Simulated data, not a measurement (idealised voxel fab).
This section sets out a process module, namely voxel quadruple lines.
FYI the section here is cut, 255 nm wide, cells are 5 nm squares.
Notation: cross-section as square-cell grid; stated in bands, top first, going down; one or more cell rows per band.
Heads up on the band format: heights come first, top then bottom, in nm. After that it's the materials left to right, each with its width in nm. A single material flagged "throughout" fills the whole band edge to edge, and "air" means there's empty space there.
Heights from 0 (as-received wafer is one material below). Bottom band endless downward, as "0 down".
Width spec "30->40" -> top row of cells at first value, bottom row at second value, equal per-row change in between.
Key: "no modifications" - step with no changed cell in the cross-section.
What "Closed void table" gives you is every empty space of 8 cells or more that is cut off from the top. Each appears as width x height at distance, with the distance taken from the left edge and width, height and distance all in nm.
What comes after the settings on a step's line is commentary from the simulator itself on that step.
overlay nm, on a step with a mask: how far to the right of its planned place the mask lay; to the left if negative

LIST OF PLANNED PROCESS STEPS
1 RECEIVE with material Si
2 CONFORMAL_DEP with material Al2O3, thk nm 5
3 DIRECTIONAL_DEP with material W, thk nm 15
4 DIRECTIONAL_DEP with material polySi, thk nm 20
5 DIRECTIONAL_DEP with material aC, thk nm 20
6 PATTERN with tone cover, mask id MANDREL, material resist, width nm 20, pitch nm 60, thk nm 25, overlay nm 0
7 DIRECTIONAL_ETCH with etch materials aC, depth nm 20
8 STRIP with etch materials resist
9 CONFORMAL_DEP with material SiO2, thk nm 10
10 DIRECTIONAL_ETCH with etch materials SiO2, depth nm 10
11 STRIP with etch materials aC
12 DIRECTIONAL_ETCH with etch materials polySi, depth nm 20
13 STRIP with etch materials SiO2
14 CONFORMAL_DEP with material SiN, thk nm 5
15 DIRECTIONAL_ETCH with etch materials SiN, depth nm 5
16 STRIP with etch materials polySi
17 DIRECTIONAL_ETCH with etch materials W, depth nm 15
18 STRIP with etch materials SiN
19 FILL_DEP with material lowk, thk nm 5
20 CMP with height nm 20

CROSS-SECTION OF THE WAFER AS IT CAME TO US, I.E., ALREADY THROUGH STEP 1
	0 down  Si throughout
	Closed void table: none

CROSS-SECTIONAL IMAGE OF THE FIRST OF TWO WAFERS AT THE END OF THE MODULE, THE RUN HAVING PROCEEDED AS PLANNED
	20 to 5  70 lowk, 5 W, 10 lowk, 5 W, 10 lowk, 5 W, 10 lowk, 5 W, 10 lowk, 5 W, 10 lowk, 5 W, 10 lowk, 5 W, 10 lowk, 5 W, 75 lowk
	5 to 0  Al2O3 throughout
	0 down  Si throughout
	Closed void table: none

CROSS-SECTION AT END OF MODULE FOR THE SECOND WAFER OF TWO, WHICH MATCHED THE FIRST IN STARTING POINT AND PLAN AND DIFFERED BY ONE MISTAKE IN ITS PROCESSING
	20 to 5  polySi throughout
	5 to 0  Al2O3 throughout
	0 down  Si throughout
	Closed void table: none
what went wrong: transposition of steps 3 and 4 relative to the planned sequence
Materials where the second wafer ends with more or fewer cells than the first: 24 fewer of W; 129 fewer of lowk; 153 more of polySi
